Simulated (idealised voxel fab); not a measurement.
Process module heading - voxel ribs on slabs
Cross-section cut spans 210 nm and uses square cells 5 nm in size.
Bands, listed from the top down, are how a cross-section gets written in this document; the cross-section itself is a grid of square cells, and a band is one or more rows of them. Basically the band line says how high the top is and how high the bottom is, in nm, and then what's in it from left to right, every material with its width in nm. Empty space shows up as "air", and if a single material carries "edge to edge" it runs the full band edge to edge. The level at which height equals 0 is the one under which the wafer, as it arrives, is entirely one material. No lower edge exists for the bottom band, which continues downward and is notated as in "from 0 down". Graded width ("30->40"): value in top row of band = first number; value in bottom row = second number; row-to-row change constant. "no change occurred" (step): cross-section cells unchanged, all of them. Entry "Closed void register". Content: empty spaces with no open connection to the top, size 8 cells or greater. Each: width x height at distance. Distance: from left edge. Unit: nm. Where a step's line continues beyond its settings, the continuation is a remark by the simulator itself on that step. The setting "overlay nm" may be written on the line of a step. When the step uses a mask, the value reports how far to the right of the planned place the mask lay, and a negative value reports that it lay to the left.
## The process steps that were planned are listed below
1 RECEIVE [material Si]
2 DIRECTIONAL_DEP [material SiO2] [thk nm 20]
3 DIRECTIONAL_DEP [material SiN] [thk nm 20]
4 PATTERN [tone cover] [mask id RIB] [material resist] [width nm 30] [thk nm 20] [overlay nm 0]
5 DIRECTIONAL_ETCH [etch materials SiN] [depth nm 15]
6 STRIP [etch materials resist]
7 PATTERN [tone cover] [mask id SLAB] [material resist] [width nm 90] [thk nm 20] [overlay nm 0]
8 DIRECTIONAL_ETCH [etch materials SiN] [depth nm 5]
9 STRIP [etch materials resist]
10 FILL_DEP [material SiO2] [thk nm 15]
11 CMP [height nm 50]
12 DIRECTIONAL_DEP [material W] [thk nm 5]
13 PATTERN [tone cover] [mask id HEATER] [material resist] [width nm 40] [thk nm 20] [overlay nm 0]
14 DIRECTIONAL_ETCH [etch materials W] [depth nm 5]
15 STRIP [etch materials resist]
16 CONFORMAL_DEP [material SiN] [thk nm 5]
## as received, after step 1
- from 0 down = Si edge to edge
- Closed void register: none
## a wafer at the end: this start, this plan, one mistake
- from 60 to 55 = 80 of air | 50 of SiN | 80 of air
- from 55 to 50 = 85 of SiN | 40 of W | 85 of SiN
- from 50 to 40 = 90->60 of SiO2 | 30->90 of SiN | 90->60 of SiO2
- from 40 to 20 = SiN edge to edge
- from 20 to 0 = SiO2 edge to edge
- from 0 down = Si edge to edge
- Closed void register: none
Plan not followed: execution of plan step 3 occurred twice
